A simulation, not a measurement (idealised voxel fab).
The process module that follows is named voxel ribs on slabs.
This is section cut - it's 175 nm across, gridded in 5 nm square cells.
Heads up, the way a cross-section reads in here is a grid of square cells, handed over as bands from the top down, with every band being one or more rows of cells. Within each band entry, the heights of the top and of the bottom of the band appear first, in that order and in nm; the materials of the band then follow from left to right, each with its corresponding width in nm. The designation "all across" on a single material indicates that it fills the band from edge to edge; the designation "blank" indicates empty space. Height is counted from the level 0, under which the received wafer is composed throughout of one material. The lowest of the bands is not closed at the bottom but continues downward, in the notation "0..down". It should be noted that a width expressed as "30 to 40" varies in equal increments from row to row of cells within the band, taking the value of the first number at the top row and that of the second number at the bottom row. The cross-section has no changed cell in any step marked "nothing altered". What "Voids, enclosed" gives you is every empty space of 8 cells or more that is cut off from the top. Each appears as width x height at distance, with the distance taken from the left edge and width, height and distance all in nm. Whatever follows a step's settings on its line is a remark the simulator itself makes about that step. The line of a step may include "overlay nm". On a step with a mask, this value is how far to the right of its planned place the mask lay. A negative value means the mask lay to the left.

-- Planned process steps
1,RECEIVE: material Si
2,DIRECTIONAL_DEP: material SiO2, thk nm 20
3,DIRECTIONAL_DEP: material polySi, thk nm 20
4,PATTERN: tone cover, mask id RIB, material resist, width nm 20, thk nm 20, overlay nm 0
5,DIRECTIONAL_ETCH: etch materials polySi, depth nm 10
6,STRIP: etch materials resist
7,MASKED_ETCH: tone cover, mask id SLAB, width nm 50, etch materials polySi, depth nm 10, overlay nm 0
8,FILL_DEP: material SiO2, thk nm 25
9,CMP: height nm 60
10,DIRECTIONAL_DEP: material TiN, thk nm 5
11,MASKED_ETCH: tone cover, mask id HEATER, width nm 30, etch materials TiN, depth nm 5, overlay nm 0
12,CONFORMAL_DEP: material SiN, thk nm 5

-- As-received state of the wafer in cross-section, equivalent to post-step 1
	0..down  Si all across
	Voids, enclosed: none

-- Here's the wafer cut in cross-section after the module, started and planned just like above, except one thing was done wrong in the run
	70..65  blank=65, then SiN=40, then blank=70
	65..60  SiN=70, then TiN=30, then SiN=75
	60..40  TiN all across
	40..30  TiN=75, then polySi=20, then TiN=80
	30..20  TiN=60, then polySi=50, then TiN=65
	20..0  SiO2 all across
	0..down  Si all across
	Voids, enclosed: none
What was the processing mistake? planned and actual differ for step 8; actual: FILL_DEP: material TiN, thk nm 25
